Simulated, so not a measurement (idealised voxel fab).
process module | voxel gate over fins
cross-section cut | 225 nm wide | cells 5 nm
A cross-section is a grid of square cells, given in bands from the top down. A band is one or more rows of cells.
Each band's line starts with the height of the band's top and of its bottom, in nm. Then come its materials from left to right, each with its width in nm. One material with "throughout" fills the band from edge to edge. "air" is empty space.
Height 0 is the level under which the wafer as received is all one material. The lowest band goes on downwards, as in "0 down".
A width such as "30 to 40" changes by the same amount from each row of cells to the next, from the band's top row to its bottom row.
"no change" after a step means that no cell of the cross-section changed.
closed voids: empty space of 8 cells or more with no open way to the top, each as width x height at its distance from the left edge, in nm
after a step's settings: what the simulator itself notes on the step
overlay nm, on a step with a mask: how far to the right of its planned place the mask lay; to the left if negative
plan
1 op RECEIVE | material Si
2 op CONFORMAL_DEP | material SiN | thk nm 5
3 op PATTERN | tone cover | mask id FINS | material resist | width nm 15 | pitch nm 35 | thk nm 15 | overlay nm 0
4 op DIRECTIONAL_ETCH | etch materials SiN | depth nm 5
5 op DIRECTIONAL_ETCH | etch materials Si | depth nm 40
6 op STRIP | etch materials resist
7 op OXIDIZE | depth nm 5
8 op FILL_DEP | material SiO2 | thk nm 15
9 op CMP | height nm 5
10 op SELECTIVE_ETCH | etch materials SiO2 | depth nm 20
11 op STRIP | etch materials SiN
12 op CONFORMAL_DEP | material HfO2 | thk nm 5
13 op CONFORMAL_DEP | material TiN | thk nm 5
14 op FILL_DEP | material W | thk nm 15
15 op CMP | height nm 10
16 op CONFORMAL_DEP | material SiCN | thk nm 5
varied across the wafers: height nm of step 15. The plan shows the first wafer's value. All wafers start alike
first wafer as received, after step 1
  0 down: Si throughout
  closed voids: none
first wafer at the end, after step 16
  15 to 10: SiCN throughout
  10 to 5: W 65 | TiN 25 | W 10 | TiN 25 | W 10 | TiN 25 | W 65
  5 to 0: W 65 | TiN 5 | HfO2 15 | TiN 5 | W 10 | TiN 5 | HfO2 15 | TiN 5 | W 10 | TiN 5 | HfO2 15 | TiN 5 | W 65
  0 to -5: W 65 | TiN 5 | HfO2 5 | Si 5 | HfO2 5 | TiN 5 | W 10 | TiN 5 | HfO2 5 | Si 5 | HfO2 5 | TiN 5 | W 10 | TiN 5 | HfO2 5 | Si 5 | HfO2 5 | TiN 5 | W 65
  -5 to -10: TiN 70 | HfO2 5 | Si 5 | HfO2 5 | TiN 20 | HfO2 5 | Si 5 | HfO2 5 | TiN 20 | HfO2 5 | Si 5 | HfO2 5 | TiN 70
  -10 to -15: HfO2 75 | Si 5 | HfO2 30 | Si 5 | HfO2 30 | Si 5 | HfO2 75
  -15 to -45: SiO2 75 | Si 5 | SiO2 30 | Si 5 | SiO2 30 | Si 5 | SiO2 75
  -45 down: Si throughout
  closed voids: none
last wafer at the end
  30 to 25: SiCN throughout
  25 to 10: W throughout
  10 to 5: W 65 | TiN 25 | W 10 | TiN 25 | W 10 | TiN 25 | W 65
  5 to 0: W 65 | TiN 5 | HfO2 15 | TiN 5 | W 10 | TiN 5 | HfO2 15 | TiN 5 | W 10 | TiN 5 | HfO2 15 | TiN 5 | W 65
  0 to -5: W 65 | TiN 5 | HfO2 5 | Si 5 | HfO2 5 | TiN 5 | W 10 | TiN 5 | HfO2 5 | Si 5 | HfO2 5 | TiN 5 | W 10 | TiN 5 | HfO2 5 | Si 5 | HfO2 5 | TiN 5 | W 65
  -5 to -10: TiN 70 | HfO2 5 | Si 5 | HfO2 5 | TiN 20 | HfO2 5 | Si 5 | HfO2 5 | TiN 20 | HfO2 5 | Si 5 | HfO2 5 | TiN 70
  -10 to -15: HfO2 75 | Si 5 | HfO2 30 | Si 5 | HfO2 30 | Si 5 | HfO2 75
  -15 to -45: SiO2 75 | Si 5 | SiO2 30 | Si 5 | SiO2 30 | Si 5 | SiO2 75
  -45 down: Si throughout
  closed voids: none
each wafer at the end: cells of each material gained (+) or lost (-) since it was received, then its closed voids
height nm 10 | +63 HfO2 | -378 Si | +45 SiCN | +252 SiO2 | +63 TiN | +90 W | closed voids: none
height nm 15 | +63 HfO2 | -378 Si | +45 SiCN | +252 SiO2 | +63 TiN | +135 W | closed voids: none
height nm 20 | +63 HfO2 | -378 Si | +45 SiCN | +252 SiO2 | +63 TiN | +180 W | closed voids: none
height nm 25 | +63 HfO2 | -378 Si | +45 SiCN | +252 SiO2 | +63 TiN | +225 W | closed voids: none
